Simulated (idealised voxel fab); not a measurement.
The name of this process module is voxel wiring stack.
Each square cell in cross-section cut measures 5 nm, and the section as a whole is 170 nm wide.
In what follows, cross-sections appear as grids of square cells, described through bands that run from the top down, where every band is one or more rows of cells.
Look at the band entry: it leads with the top's height and the bottom's height in nm. Then it lists the materials left to right, with a width in nm for each. The word "throughout" on a single material says that material fills the band edge to edge. The word "empty" is empty space.
Convention: height 0 is the level below which the wafer, as received, is all one material. The lowest band does not terminate at the bottom but continues downward, represented as "from 0 down".
The notation "30->40" denotes a width that varies across the rows of cells in the band, beginning at the first number in the top row, finishing at the second number in the bottom row, and changing by an identical amount from each row to the next.
The cross-section has no changed cell in any step marked "no modifications".
Each empty space that has no open way to the top and spans at least 8 cells appears under "Unvented internal voids" as width x height at distance, the distance counted from the left edge, all in nm.
Step line, after settings: the simulator's comment on this step.
"overlay nm" answers the question of how far to the right of plan the mask lay on a step that has a mask, and when it is negative the answer is to the left.

This section lists the process steps that were planned:
- 1: RECEIVE with material Si
- 2: CONFORMAL_DEP with material SiO2, thk nm 15
- 3: CONFORMAL_DEP with material SiCN, thk nm 5
- 4: DIRECTIONAL_DEP with material lowk, thk nm 25
- 5: MASKED_ETCH with tone open, mask id METAL_1, width nm 25, pitch nm 55, etch materials lowk, depth nm 25, overlay nm 0
- 6: MASKED_ETCH with tone open, mask id METAL_1, width nm 25, pitch nm 55, etch materials SiCN, depth nm 5, overlay nm 0
- 7: CONFORMAL_DEP with material TiN, thk nm 5
- 8: FILL_DEP with material Ru, thk nm 10
- 9: CMP with height nm 45
- 10: CONFORMAL_DEP with material SiCN, thk nm 5
- 11: DIRECTIONAL_DEP with material SiO2, thk nm 35
- 12: PATTERN with tone open, mask id METAL_2_HOLES, material resist, width nm 15, pitch nm 55, thk nm 15, overlay nm 0
- 13: DIRECTIONAL_ETCH with etch materials SiO2, depth nm 35
- 14: STRIP with etch materials resist
- 15: DIRECTIONAL_DEP with material aC, thk nm 10
- 16: PATTERN with tone open, mask id METAL_2, material resist, width nm 25, pitch nm 55, thk nm 30, overlay nm 0
- 17: DIRECTIONAL_ETCH with etch materials aC, depth nm 10
- 18: STRIP with etch materials resist
- 19: DIRECTIONAL_ETCH with etch materials SiO2, depth nm 20
- 20: DIRECTIONAL_ETCH with etch materials SiCN, depth nm 5
- 21: STRIP with etch materials aC
- 22: CONFORMAL_DEP with material TiN, thk nm 5
- 23: FILL_DEP with material Cu, thk nm 5
- 24: CMP with height nm 85
- 25: CONFORMAL_DEP with material SiCN, thk nm 5

First wafer out of two, processed as planned:

Delivered wafer in cross-section: state after step 1:
- from 0 down  Si throughout
- Unvented internal voids: none

Sectional view: wafer, after step 2:
- from 15 to 0  SiO2 throughout
- Heights below 0 show no change.

Sectional view: wafer, after step 3:
- from 20 to 15  SiCN throughout
- Heights below 15 show no change.

Sectional view: wafer, after step 4:
- from 45 to 20  lowk throughout
- Heights below 20 show no change.

Sectional view: wafer, after step 5:
- from 45 to 20  15 nm lowk / 25 nm empty / 30 nm lowk / 25 nm empty / 30 nm lowk / 25 nm empty / 20 nm lowk
- Heights below 20 show no change.

Sectional view: wafer, after step 6:
- from 45 to 20  15 nm lowk / 25 nm empty / 30 nm lowk / 25 nm empty / 30 nm lowk / 25 nm empty / 20 nm lowk
- from 20 to 15  15 nm SiCN / 25 nm empty / 30 nm SiCN / 25 nm empty / 30 nm SiCN / 25 nm empty / 20 nm SiCN
- Heights below 15 show no change.

Sectional view: wafer, after step 7:
- from 50 to 45  20 nm TiN / 15 nm empty / 40 nm TiN / 15 nm empty / 40 nm TiN / 15 nm empty / 25 nm TiN
- from 45 to 20  15 nm lowk / 5 nm TiN / 15 nm empty / 5 nm TiN / 30 nm lowk / 5 nm TiN / 15 nm empty / 5 nm TiN / 30 nm lowk / 5 nm TiN / 15 nm empty / 5 nm TiN / 20 nm lowk
- from 20 to 15  15 nm SiCN / 25 nm TiN / 30 nm SiCN / 25 nm TiN / 30 nm SiCN / 25 nm TiN / 20 nm SiCN
- Heights below 15 show no change.

Sectional view: wafer, after step 8:
- from 60 to 50  Ru throughout
- from 50 to 45  20 nm TiN / 15 nm Ru / 40 nm TiN / 15 nm Ru / 40 nm TiN / 15 nm Ru / 25 nm TiN
- from 45 to 20  15 nm lowk / 5 nm TiN / 15 nm Ru / 5 nm TiN / 30 nm lowk / 5 nm TiN / 15 nm Ru / 5 nm TiN / 30 nm lowk / 5 nm TiN / 15 nm Ru / 5 nm TiN / 20 nm lowk
- Heights below 20 show no change.

Sectional view: wafer, after step 9:
- from 45 to 20  15 nm lowk / 5 nm TiN / 15 nm Ru / 5 nm TiN / 30 nm lowk / 5 nm TiN / 15 nm Ru / 5 nm TiN / 30 nm lowk / 5 nm TiN / 15 nm Ru / 5 nm TiN / 20 nm lowk
- Heights below 20 show no change.

Sectional view: wafer, after step 10:
- from 50 to 45  SiCN throughout
- Heights below 45 show no change.

Sectional view: wafer, after step 11:
- from 85 to 50  SiO2 throughout
- Heights below 50 show no change.

Sectional view: wafer, after step 12:
- from 100 to 85  15 nm resist / 15 nm empty / 40 nm resist / 15 nm empty / 40 nm resist / 15 nm empty / 30 nm resist
- Heights below 85 show no change.

Sectional view: wafer, after step 13:
- from 100 to 85  15 nm resist / 15 nm empty / 40 nm resist / 15 nm empty / 40 nm resist / 15 nm empty / 30 nm resist
- from 85 to 50  15 nm SiO2 / 15 nm empty / 40 nm SiO2 / 15 nm empty / 40 nm SiO2 / 15 nm empty / 30 nm SiO2
- Heights below 50 show no change.

Sectional view: wafer, after step 14:
- from 85 to 50  15 nm SiO2 / 15 nm empty / 40 nm SiO2 / 15 nm empty / 40 nm SiO2 / 15 nm empty / 30 nm SiO2
- Heights below 50 show no change.

Sectional view: wafer, after step 15:
- from 95 to 85  15 nm aC / 15 nm empty / 40 nm aC / 15 nm empty / 40 nm aC / 15 nm empty / 30 nm aC
- from 85 to 60  15 nm SiO2 / 15 nm empty / 40 nm SiO2 / 15 nm empty / 40 nm SiO2 / 15 nm empty / 30 nm SiO2
- from 60 to 50  15 nm SiO2 / 15 nm aC / 40 nm SiO2 / 15 nm aC / 40 nm SiO2 / 15 nm aC / 30 nm SiO2
- Heights below 50 show no change.

Sectional view: wafer, after step 16:
- from 125 to 95  15 nm resist / 25 nm empty / 30 nm resist / 25 nm empty / 30 nm resist / 25 nm empty / 20 nm resist
- Heights below 95 show no change.

Sectional view: wafer, after step 17:
- from 115 to 95  15 nm resist / 25 nm empty / 30 nm resist / 25 nm empty / 30 nm resist / 25 nm empty / 20 nm resist
- from 95 to 85  15 nm aC / 25 nm empty / 30 nm aC / 25 nm empty / 30 nm aC / 25 nm empty / 20 nm aC
- from 85 to 50  15 nm SiO2 / 15 nm empty / 40 nm SiO2 / 15 nm empty / 40 nm SiO2 / 15 nm empty / 30 nm SiO2
- Heights below 50 show no change.

Sectional view: wafer, after step 18:
- from 95 to 85  15 nm aC / 25 nm empty / 30 nm aC / 25 nm empty / 30 nm aC / 25 nm empty / 20 nm aC
- Heights below 85 show no change.

Sectional view: wafer, after step 19:
- from 95 to 85  15 nm aC / 25 nm empty / 30 nm aC / 25 nm empty / 30 nm aC / 25 nm empty / 20 nm aC
- from 85 to 65  15 nm SiO2 / 25 nm empty / 30 nm SiO2 / 25 nm empty / 30 nm SiO2 / 25 nm empty / 20 nm SiO2
- Heights below 65 show no change.

Sectional view: wafer, after step 20:
- from 95 to 85  15 nm aC / 25 nm empty / 30 nm aC / 25 nm empty / 30 nm aC / 25 nm empty / 20 nm aC
- from 85 to 65  15 nm SiO2 / 25 nm empty / 30 nm SiO2 / 25 nm empty / 30 nm SiO2 / 25 nm empty / 20 nm SiO2
- from 65 to 50  15 nm SiO2 / 15 nm empty / 40 nm SiO2 / 15 nm empty / 40 nm SiO2 / 15 nm empty / 30 nm SiO2
- from 50 to 45  15 nm SiCN / 15 nm empty / 40 nm SiCN / 15 nm empty / 40 nm SiCN / 15 nm empty / 30 nm SiCN
- Heights below 45 show no change.

Sectional view: wafer, after step 21:
- from 85 to 65  15 nm SiO2 / 25 nm empty / 30 nm SiO2 / 25 nm empty / 30 nm SiO2 / 25 nm empty / 20 nm SiO2
- Heights below 65 show no change.

Sectional view: wafer, after step 22:
- from 90 to 85  20 nm TiN / 15 nm empty / 40 nm TiN / 15 nm empty / 40 nm TiN / 15 nm empty / 25 nm TiN
- from 85 to 70  15 nm SiO2 / 5 nm TiN / 15 nm empty / 5 nm TiN / 30 nm SiO2 / 5 nm TiN / 15 nm empty / 5 nm TiN / 30 nm SiO2 / 5 nm TiN / 15 nm empty / 5 nm TiN / 20 nm SiO2
- from 70 to 65  15 nm SiO2 / 5 nm TiN / 5 nm empty / 15 nm TiN / 30 nm SiO2 / 5 nm TiN / 5 nm empty / 15 nm TiN / 30 nm SiO2 / 5 nm TiN / 5 nm empty / 15 nm TiN / 20 nm SiO2
- from 65 to 50  15 nm SiO2 / 5 nm TiN / 5 nm empty / 5 nm TiN / 40 nm SiO2 / 5 nm TiN / 5 nm empty / 5 nm TiN / 40 nm SiO2 / 5 nm TiN / 5 nm empty / 5 nm TiN / 30 nm SiO2
- from 50 to 45  15 nm SiCN / 15 nm TiN / 40 nm SiCN / 15 nm TiN / 40 nm SiCN / 15 nm TiN / 30 nm SiCN
- Heights below 45 show no change.

Sectional view: wafer, after step 23:
- from 95 to 90  Cu throughout
- from 90 to 85  20 nm TiN / 15 nm Cu / 40 nm TiN / 15 nm Cu / 40 nm TiN / 15 nm Cu / 25 nm TiN
- from 85 to 70  15 nm SiO2 / 5 nm TiN / 15 nm Cu / 5 nm TiN / 30 nm SiO2 / 5 nm TiN / 15 nm Cu / 5 nm TiN / 30 nm SiO2 / 5 nm TiN / 15 nm Cu / 5 nm TiN / 20 nm SiO2
- from 70 to 65  15 nm SiO2 / 5 nm TiN / 5 nm Cu / 15 nm TiN / 30 nm SiO2 / 5 nm TiN / 5 nm Cu / 15 nm TiN / 30 nm SiO2 / 5 nm TiN / 5 nm Cu / 15 nm TiN / 20 nm SiO2
- from 65 to 50  15 nm SiO2 / 5 nm TiN / 5 nm Cu / 5 nm TiN / 40 nm SiO2 / 5 nm TiN / 5 nm Cu / 5 nm TiN / 40 nm SiO2 / 5 nm TiN / 5 nm Cu / 5 nm TiN / 30 nm SiO2
- Heights below 50 show no change.

Sectional view: wafer, after step 24:
- from 85 to 70  15 nm SiO2 / 5 nm TiN / 15 nm Cu / 5 nm TiN / 30 nm SiO2 / 5 nm TiN / 15 nm Cu / 5 nm TiN / 30 nm SiO2 / 5 nm TiN / 15 nm Cu / 5 nm TiN / 20 nm SiO2
- Heights below 70 show no change.

Sectional view: wafer, after step 25:
- from 90 to 85  SiCN throughout
- Heights below 85 show no change.

Now the other wafer: same start, same recipe, but we messed up one thing when running it. Up to and including step 1 it's the same as the first one:

X-section, second wafer, when step 2 was due to finish:
- from 15 to 0  SiCN throughout
- Heights below 0 show no change.

X-section, second wafer, when step 3 was due to finish:
- from 20 to 0  SiCN throughout
- Heights below 0 show no change.

X-section, second wafer, when step 4 was due to finish:
- from 45 to 20  lowk throughout
- Heights below 20 show no change.

X-section, second wafer, when step 5 was due to finish:
- from 45 to 20  15 nm lowk / 25 nm empty / 30 nm lowk / 25 nm empty / 30 nm lowk / 25 nm empty / 20 nm lowk
- Heights below 20 show no change.

X-section, second wafer, when step 6 was due to finish:
- from 45 to 20  15 nm lowk / 25 nm empty / 30 nm lowk / 25 nm empty / 30 nm lowk / 25 nm empty / 20 nm lowk
- from 20 to 15  15 nm SiCN / 25 nm empty / 30 nm SiCN / 25 nm empty / 30 nm SiCN / 25 nm empty / 20 nm SiCN
- Heights below 15 show no change.

X-section, second wafer, when step 7 was due to finish:
- from 50 to 45  20 nm TiN / 15 nm empty / 40 nm TiN / 15 nm empty / 40 nm TiN / 15 nm empty / 25 nm TiN
- from 45 to 20  15 nm lowk / 5 nm TiN / 15 nm empty / 5 nm TiN / 30 nm lowk / 5 nm TiN / 15 nm empty / 5 nm TiN / 30 nm lowk / 5 nm TiN / 15 nm empty / 5 nm TiN / 20 nm lowk
- from 20 to 15  15 nm SiCN / 25 nm TiN / 30 nm SiCN / 25 nm TiN / 30 nm SiCN / 25 nm TiN / 20 nm SiCN
- Heights below 15 show no change.

X-section, second wafer, when step 8 was due to finish:
- from 60 to 50  Ru throughout
- from 50 to 45  20 nm TiN / 15 nm Ru / 40 nm TiN / 15 nm Ru / 40 nm TiN / 15 nm Ru / 25 nm TiN
- from 45 to 20  15 nm lowk / 5 nm TiN / 15 nm Ru / 5 nm TiN / 30 nm lowk / 5 nm TiN / 15 nm Ru / 5 nm TiN / 30 nm lowk / 5 nm TiN / 15 nm Ru / 5 nm TiN / 20 nm lowk
- Heights below 20 show no change.

X-section, second wafer, when step 9 was due to finish:
- from 45 to 20  15 nm lowk / 5 nm TiN / 15 nm Ru / 5 nm TiN / 30 nm lowk / 5 nm TiN / 15 nm Ru / 5 nm TiN / 30 nm lowk / 5 nm TiN / 15 nm Ru / 5 nm TiN / 20 nm lowk
- Heights below 20 show no change.

X-section, second wafer, when step 10 was due to finish:
- from 50 to 45  SiCN throughout
- Heights below 45 show no change.

X-section, second wafer, when step 11 was due to finish:
- from 85 to 50  SiO2 throughout
- Heights below 50 show no change.

X-section, second wafer, when step 12 was due to finish:
- from 100 to 85  15 nm resist / 15 nm empty / 40 nm resist / 15 nm empty / 40 nm resist / 15 nm empty / 30 nm resist
- Heights below 85 show no change.

X-section, second wafer, when step 13 was due to finish:
- from 100 to 85  15 nm resist / 15 nm empty / 40 nm resist / 15 nm empty / 40 nm resist / 15 nm empty / 30 nm resist
- from 85 to 50  15 nm SiO2 / 15 nm empty / 40 nm SiO2 / 15 nm empty / 40 nm SiO2 / 15 nm empty / 30 nm SiO2
- Heights below 50 show no change.

X-section, second wafer, when step 14 was due to finish:
- from 85 to 50  15 nm SiO2 / 15 nm empty / 40 nm SiO2 / 15 nm empty / 40 nm SiO2 / 15 nm empty / 30 nm SiO2
- Heights below 50 show no change.

X-section, second wafer, when step 15 was due to finish:
- from 95 to 85  15 nm aC / 15 nm empty / 40 nm aC / 15 nm empty / 40 nm aC / 15 nm empty / 30 nm aC
- from 85 to 60  15 nm SiO2 / 15 nm empty / 40 nm SiO2 / 15 nm empty / 40 nm SiO2 / 15 nm empty / 30 nm SiO2
- from 60 to 50  15 nm SiO2 / 15 nm aC / 40 nm SiO2 / 15 nm aC / 40 nm SiO2 / 15 nm aC / 30 nm SiO2
- Heights below 50 show no change.

X-section, second wafer, when step 16 was due to finish:
- from 125 to 95  15 nm resist / 25 nm empty / 30 nm resist / 25 nm empty / 30 nm resist / 25 nm empty / 20 nm resist
- Heights below 95 show no change.

X-section, second wafer, when step 17 was due to finish:
- from 115 to 95  15 nm resist / 25 nm empty / 30 nm resist / 25 nm empty / 30 nm resist / 25 nm empty / 20 nm resist
- from 95 to 85  15 nm aC / 25 nm empty / 30 nm aC / 25 nm empty / 30 nm aC / 25 nm empty / 20 nm aC
- from 85 to 50  15 nm SiO2 / 15 nm empty / 40 nm SiO2 / 15 nm empty / 40 nm SiO2 / 15 nm empty / 30 nm SiO2
- Heights below 50 show no change.

X-section, second wafer, when step 18 was due to finish:
- from 95 to 85  15 nm aC / 25 nm empty / 30 nm aC / 25 nm empty / 30 nm aC / 25 nm empty / 20 nm aC
- Heights below 85 show no change.

X-section, second wafer, when step 19 was due to finish:
- from 95 to 85  15 nm aC / 25 nm empty / 30 nm aC / 25 nm empty / 30 nm aC / 25 nm empty / 20 nm aC
- from 85 to 65  15 nm SiO2 / 25 nm empty / 30 nm SiO2 / 25 nm empty / 30 nm SiO2 / 25 nm empty / 20 nm SiO2
- Heights below 65 show no change.

X-section, second wafer, when step 20 was due to finish:
- from 95 to 85  15 nm aC / 25 nm empty / 30 nm aC / 25 nm empty / 30 nm aC / 25 nm empty / 20 nm aC
- from 85 to 65  15 nm SiO2 / 25 nm empty / 30 nm SiO2 / 25 nm empty / 30 nm SiO2 / 25 nm empty / 20 nm SiO2
- from 65 to 50  15 nm SiO2 / 15 nm empty / 40 nm SiO2 / 15 nm empty / 40 nm SiO2 / 15 nm empty / 30 nm SiO2
- from 50 to 45  15 nm SiCN / 15 nm empty / 40 nm SiCN / 15 nm empty / 40 nm SiCN / 15 nm empty / 30 nm SiCN
- Heights below 45 show no change.

X-section, second wafer, when step 21 was due to finish:
- from 85 to 65  15 nm SiO2 / 25 nm empty / 30 nm SiO2 / 25 nm empty / 30 nm SiO2 / 25 nm empty / 20 nm SiO2
- Heights below 65 show no change.

X-section, second wafer, when step 22 was due to finish:
- from 90 to 85  20 nm TiN / 15 nm empty / 40 nm TiN / 15 nm empty / 40 nm TiN / 15 nm empty / 25 nm TiN
- from 85 to 70  15 nm SiO2 / 5 nm TiN / 15 nm empty / 5 nm TiN / 30 nm SiO2 / 5 nm TiN / 15 nm empty / 5 nm TiN / 30 nm SiO2 / 5 nm TiN / 15 nm empty / 5 nm TiN / 20 nm SiO2
- from 70 to 65  15 nm SiO2 / 5 nm TiN / 5 nm empty / 15 nm TiN / 30 nm SiO2 / 5 nm TiN / 5 nm empty / 15 nm TiN / 30 nm SiO2 / 5 nm TiN / 5 nm empty / 15 nm TiN / 20 nm SiO2
- from 65 to 50  15 nm SiO2 / 5 nm TiN / 5 nm empty / 5 nm TiN / 40 nm SiO2 / 5 nm TiN / 5 nm empty / 5 nm TiN / 40 nm SiO2 / 5 nm TiN / 5 nm empty / 5 nm TiN / 30 nm SiO2
- from 50 to 45  15 nm SiCN / 15 nm TiN / 40 nm SiCN / 15 nm TiN / 40 nm SiCN / 15 nm TiN / 30 nm SiCN
- Heights below 45 show no change.

X-section, second wafer, when step 23 was due to finish:
- from 95 to 90  Cu throughout
- from 90 to 85  20 nm TiN / 15 nm Cu / 40 nm TiN / 15 nm Cu / 40 nm TiN / 15 nm Cu / 25 nm TiN
- from 85 to 70  15 nm SiO2 / 5 nm TiN / 15 nm Cu / 5 nm TiN / 30 nm SiO2 / 5 nm TiN / 15 nm Cu / 5 nm TiN / 30 nm SiO2 / 5 nm TiN / 15 nm Cu / 5 nm TiN / 20 nm SiO2
- from 70 to 65  15 nm SiO2 / 5 nm TiN / 5 nm Cu / 15 nm TiN / 30 nm SiO2 / 5 nm TiN / 5 nm Cu / 15 nm TiN / 30 nm SiO2 / 5 nm TiN / 5 nm Cu / 15 nm TiN / 20 nm SiO2
- from 65 to 50  15 nm SiO2 / 5 nm TiN / 5 nm Cu / 5 nm TiN / 40 nm SiO2 / 5 nm TiN / 5 nm Cu / 5 nm TiN / 40 nm SiO2 / 5 nm TiN / 5 nm Cu / 5 nm TiN / 30 nm SiO2
- Heights below 50 show no change.

X-section, second wafer, when step 24 was due to finish:
- from 85 to 70  15 nm SiO2 / 5 nm TiN / 15 nm Cu / 5 nm TiN / 30 nm SiO2 / 5 nm TiN / 15 nm Cu / 5 nm TiN / 30 nm SiO2 / 5 nm TiN / 15 nm Cu / 5 nm TiN / 20 nm SiO2
- Heights below 70 show no change.

X-section, second wafer, when step 25 was due to finish:
- from 90 to 85  SiCN throughout
- Heights below 85 show no change.
What went wrong in running the wafer? heads up, step 2 didn't go per plan, it actually ran as CONFORMAL_DEP with material SiCN, thk nm 15
FYI, end of process, the second wafer has more or fewer cells of some materials than the first: SiCN +102, SiO2 -102
